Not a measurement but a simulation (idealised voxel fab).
process module | voxel released beams
cross-section cut | 255 nm wide | cells 5 nm
A cross-section is a grid of square cells, given in bands from the top down. A band is one or more rows of cells.
Each band's line starts with the height of the band's top and of its bottom, in nm. Then come its materials from left to right, each with its width in nm. One material with "throughout" fills the band from edge to edge. "air" is empty space.
Height 0 is the level under which the wafer as received is all one material. The lowest band goes on downwards, as in "0 down".
A width such as "30 to 40" changes by the same amount from each row of cells to the next, from the band's top row to its bottom row.
"no change" after a step means that no cell of the cross-section changed.
closed voids: empty space of 8 cells or more with no open way to the top, each as width x height at its distance from the left edge, in nm
after a step's settings: what the simulator itself notes on the step
overlay nm, on a step with a mask: how far to the right of its planned place the mask lay; to the left if negative
plan
1 op RECEIVE | material Si
2 op CONFORMAL_DEP | material Al2O3 | thk nm 10
3 op DIRECTIONAL_DEP | material SiO2 | thk nm 15
4 op DIRECTIONAL_DEP | material aC | thk nm 15
5 op PATTERN | tone open | mask id ANCHOR | material resist | width nm 45 | thk nm 30 | overlay nm 0
6 op DIRECTIONAL_ETCH | etch materials aC | depth nm 15
7 op STRIP | etch materials resist
8 op DIRECTIONAL_ETCH | etch materials SiO2 | depth nm 15
9 op STRIP | etch materials aC
10 op CONFORMAL_DEP | material polySi | thk nm 15
11 op PATTERN | tone cover | mask id BEAM | material resist | width nm 110 | thk nm 20 | overlay nm 0
12 op DIRECTIONAL_ETCH | etch materials polySi | depth nm 15
13 op STRIP | etch materials resist
14 op STRIP | etch materials SiO2
as received, after step 1
  0 down: Si throughout
  closed voids: none
a wafer at the end: this start, this plan, one mistake
  40 to 30: air 70 | polySi 20 | air 15 | polySi 75 | air 75
  30 to 25: polySi 90 | air 15 | polySi 150
  25 to 10: SiO2 75 | polySi 45 | SiO2 135
  10 to 0: Al2O3 throughout
  0 down: Si throughout
  closed voids: none
what went wrong: step 12 ran as: op DIRECTIONAL_ETCH | etch materials polySi | depth nm 10
